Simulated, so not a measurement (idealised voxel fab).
The process module that follows is named voxel fin reveal.
In the cross-section labelled cut, the width is 210 nm and each square cell is 5 nm.
Format of a cross-section: grid, square cells. Given as bands. Order: top down. Band: one or more rows of cells. Heights first: top, then bottom, in nm. Then materials, left to right, each with a width in nm. "throughout" on a single material: fills the band edge to edge. "empty": empty space. The level at which height equals 0 is the one under which the wafer, as it arrives, is entirely one material. No lower edge exists for the bottom band, which continues downward and is notated as in "0 nm and below". You'd read "30 to 40" like this: the band's top row of cells is as wide as the first number, its bottom row is as wide as the second, and going down, every row changes width by the same amount as the row before did. "remained unchanged" means the step left every cell of the cross-section as it was. Any empty space of 8 cells or more lacking an open way to the top shows up in "Entrapped void list" as width x height at distance, distance from the left edge, in nm. That trailing text on a step's line, after the settings, is the simulator's own remark on the step. On any step carrying a mask, the "overlay nm" setting, if present on the step's line, tells how far right of its planned place the mask lay; negative values point to the left.
Intended process steps
- 1: RECEIVE (material Si)
- 2: CONFORMAL_DEP (material SiN; thk nm 10)
- 3: MASKED_ETCH (tone cover; mask id FINS; width nm 15; pitch nm 40; etch materials SiN; depth nm 10; overlay nm 0)
- 4: MASKED_ETCH (tone cover; mask id FINS; width nm 15; pitch nm 40; etch materials Si; depth nm 40; overlay nm 0)
- 5: FILL_DEP (material SiO2; thk nm 10)
- 6: CMP (height nm 10)
- 7: SELECTIVE_ETCH (etch materials SiO2; depth nm 35)
- 8: STRIP (etch materials SiN)
Wafer cross-section on receipt, i.e. after step 1
- 0 nm and below: Si throughout
- Entrapped void list: none
End state of the module in cross-section, given the above starting point and plan and one mistake in execution
- 10 nm to 0 nm: 75 nm empty; 15 nm SiN; 25 nm empty; 15 nm SiN; 80 nm empty
- 0 nm to -40 nm: 75 nm empty; 15 nm Si; 25 nm empty; 15 nm Si; 80 nm empty
- -40 nm and below: Si throughout
- Entrapped void list: none
what went wrong: step 8 was processed under conditions differing from the plan, specifically as STRIP (etch materials SiO2)
